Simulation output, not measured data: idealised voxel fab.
process module | voxel transistor to metal
Displayed cross-section: cut, width of 155 nm, square cells sized 5 nm.
Cross-section layout: square cells on a grid; listed as bands, top to bottom; a band spans one or more cell rows.
Basically the band line says how high the top is and how high the bottom is, in nm, and then what's in it from left to right, every material with its width in nm. Empty space shows up as "blank", and if a single material carries "full width" it runs the full band edge to edge.
For the purposes of this specification, 0 denotes the height below which the wafer in its as-received condition is composed wholly of one material, and the lowermost band, lacking a lower limit, extends downward without end, as expressed in "0 and below".
Read "30..40" as a graded width: first number on top, second number at the bottom, same change between each pair of neighbouring rows.
Given "no modification" for a step, no cell of the cross-section differs between before and after that step.
For the entry "Unvented cavities", the listed items are empty spaces with no open way to the top whose size is 8 cells or more; each item follows the pattern width x height at distance, where distance is from the left edge and all three are in nm.
The remark found on a step's line after its settings is issued by the simulator itself and pertains to that step.
Steps that use a mask can have "overlay nm" on their line. It says how far the mask sat to the right of where it was meant to be. Negative means to the left.
### Steps planned for the process
1 RECEIVE,material Si
2 CONFORMAL_DEP,material SiO2,thk nm 5
3 CONFORMAL_DEP,material SiN,thk nm 15
4 PATTERN,tone cover,mask id ACTIVE,material resist,width nm 105,thk nm 15,overlay nm 0
5 DIRECTIONAL_ETCH,etch materials SiN,depth nm 15
6 DIRECTIONAL_ETCH,etch materials SiO2,depth nm 5
7 DIRECTIONAL_ETCH,etch materials Si,depth nm 20
8 STRIP,etch materials resist
9 OXIDIZE,depth nm 5
10 FILL_DEP,material SiO2,thk nm 15
11 CMP,height nm 20
12 SELECTIVE_ETCH,etch materials SiO2,depth nm 15
13 STRIP,etch materials SiN
14 SELECTIVE_ETCH,etch materials SiO2,depth nm 5
15 OXIDIZE,depth nm 5
16 DIRECTIONAL_DEP,material polySi,thk nm 30
17 DIRECTIONAL_DEP,material SiCN,thk nm 10
18 DIRECTIONAL_DEP,material aC,thk nm 10
19 PATTERN,tone cover,mask id GATE,material resist,width nm 25,thk nm 30,overlay nm 0
20 DIRECTIONAL_ETCH,etch materials aC,depth nm 10
21 STRIP,etch materials resist
22 DIRECTIONAL_ETCH,etch materials SiCN,depth nm 20
23 DIRECTIONAL_ETCH,etch materials polySi,depth nm 40
24 STRIP,etch materials aC
25 CONFORMAL_DEP,material SiO2,thk nm 5
26 DIRECTIONAL_ETCH,etch materials SiO2,depth nm 5
27 CONFORMAL_DEP,material SiN,thk nm 10
28 DIRECTIONAL_ETCH,etch materials SiN,depth nm 10
29 DIRECTIONAL_ETCH,etch materials SiO2,depth nm 5
30 DIRECTIONAL_ETCH,etch materials Si,depth nm 15
31 EPI,material nSi,thk nm 15
32 FILL_DEP,material SiO2,thk nm 10
33 CMP,height nm 40
34 DIRECTIONAL_DEP,material SiO2,thk nm 15
35 PATTERN,tone open,mask id CONTACT,material resist,width nm 30,pitch nm 65,thk nm 20,overlay nm 0
36 DIRECTIONAL_ETCH,etch materials SiO2,depth nm 60
37 STRIP,etch materials resist
38 CONFORMAL_DEP,material TiN,thk nm 5
39 FILL_DEP,material Ru,thk nm 5
40 CMP,height nm 55
41 CONFORMAL_DEP,material SiCN,thk nm 5
42 DIRECTIONAL_DEP,material SiO2,thk nm 25
43 MASKED_ETCH,tone open,mask id METAL_1,width nm 20,pitch nm 75,etch materials SiO2,depth nm 25,overlay nm 0
44 MASKED_ETCH,tone open,mask id METAL_1,width nm 20,pitch nm 75,etch materials SiCN,depth nm 5,overlay nm 0
45 CONFORMAL_DEP,material TiN,thk nm 5
46 FILL_DEP,material Cu,thk nm 5
47 CMP,height nm 85
48 CONFORMAL_DEP,material SiN,thk nm 5
Wafers differ in thk nm at step 45; plan lists the first wafer's value; identical starting state.
### Cross-section of the first of several wafers on receipt, reflecting completion of step 1
  0 and below = Si full width
  Unvented cavities: none
### First of several wafers in cross-section at module end, following the final step, step 48
  90 down to 85 = SiN full width
  85 down to 60 = SiO2 (30) / TiN (5) / Cu (10) / TiN (5) / SiO2 (55) / TiN (5) / Cu (10) / TiN (5) / SiO2 (30)
  60 down to 55 = SiCN (30) / TiN (20) / SiCN (55) / TiN (20) / SiCN (30)
  55 down to 45 = SiO2 (30) / TiN (5) / Ru (20) / TiN (5) / SiO2 (35) / TiN (5) / Ru (20) / TiN (5) / SiO2 (30)
  45 down to 40 = SiO2 (30) / TiN (5) / Ru (10) / TiN (15) / SiO2 (35) / TiN (15) / Ru (10) / TiN (5) / SiO2 (30)
  40 down to 30 = SiO2 (30) / TiN (5) / Ru (10) / TiN (5) / SiN (10) / SiO2 (5) / SiCN (25) / SiO2 (5) / SiN (10) / TiN (5) / Ru (10) / TiN (5) / SiO2 (30)
  30 down to 15 = SiO2 (30) / TiN (5) / Ru (10) / TiN (5) / SiN (10) / SiO2 (5) / polySi (25) / SiO2 (5) / SiN (10) / TiN (5) / Ru (10) / TiN (5) / SiO2 (30)
  15 down to 10 = SiO2 (30) / TiN (20) / SiN (10) / SiO2 (5) / polySi (25) / SiO2 (5) / SiN (10) / TiN (20) / SiO2 (30)
  10 down to 0 = SiO2 (30) / TiN (5) / nSi (15) / SiN (10) / SiO2 (5) / polySi (25) / SiO2 (5) / SiN (10) / nSi (15) / TiN (5) / SiO2 (30)
  0 down to -5 = SiO2 (30) / TiN (5) / nSi (15) / SiO2 (55) / nSi (15) / TiN (5) / SiO2 (30)
  -5 down to -20 = SiO2 (30) / nSi (20) / Si (55) / nSi (20) / SiO2 (30)
  -20 down to -25 = SiO2 (30) / Si (95) / SiO2 (30)
  -25 and below = Si full width
  Unvented cavities: none
### Of the several wafers, the last: cross-section at the end of the module
  90 down to 85 = SiN full width
  85 down to 60 = SiO2 (30) / TiN (20) / SiO2 (55) / TiN (20) / SiO2 (30)
  60 down to 55 = SiCN (30) / TiN (20) / SiCN (55) / TiN (20) / SiCN (30)
  55 down to 45 = SiO2 (30) / TiN (5) / Ru (20) / TiN (5) / SiO2 (35) / TiN (5) / Ru (20) / TiN (5) / SiO2 (30)
  45 down to 40 = SiO2 (30) / TiN (5) / Ru (10) / TiN (15) / SiO2 (35) / TiN (15) / Ru (10) / TiN (5) / SiO2 (30)
  40 down to 30 = SiO2 (30) / TiN (5) / Ru (10) / TiN (5) / SiN (10) / SiO2 (5) / SiCN (25) / SiO2 (5) / SiN (10) / TiN (5) / Ru (10) / TiN (5) / SiO2 (30)
  30 down to 15 = SiO2 (30) / TiN (5) / Ru (10) / TiN (5) / SiN (10) / SiO2 (5) / polySi (25) / SiO2 (5) / SiN (10) / TiN (5) / Ru (10) / TiN (5) / SiO2 (30)
  15 down to 10 = SiO2 (30) / TiN (20) / SiN (10) / SiO2 (5) / polySi (25) / SiO2 (5) / SiN (10) / TiN (20) / SiO2 (30)
  10 down to 0 = SiO2 (30) / TiN (5) / nSi (15) / SiN (10) / SiO2 (5) / polySi (25) / SiO2 (5) / SiN (10) / nSi (15) / TiN (5) / SiO2 (30)
  0 down to -5 = SiO2 (30) / TiN (5) / nSi (15) / SiO2 (55) / nSi (15) / TiN (5) / SiO2 (30)
  -5 down to -20 = SiO2 (30) / nSi (20) / Si (55) / nSi (20) / SiO2 (30)
  -20 down to -25 = SiO2 (30) / Si (95) / SiO2 (30)
  -25 and below = Si full width
  Unvented cavities: none
### wafer rows; end of module; cells per material since receipt: (+) gained, (-) lost; then closed voids
thk nm 5 | +20 Cu | +40 Ru | -103 Si | +33 SiCN | +63 SiN | +355 SiO2 | +78 TiN | +42 nSi | +30 polySi | Unvented cavities: none
thk nm 10 | +40 Ru | -103 Si | +33 SiCN | +63 SiN | +355 SiO2 | +98 TiN | +42 nSi | +30 polySi | Unvented cavities: none
thk nm 15 | +40 Ru | -103 Si | +33 SiCN | +63 SiN | +355 SiO2 | +98 TiN | +42 nSi | +30 polySi | Unvented cavities: none
thk nm 20 | +40 Ru | -103 Si | +33 SiCN | +63 SiN | +355 SiO2 | +98 TiN | +42 nSi | +30 polySi | Unvented cavities: none
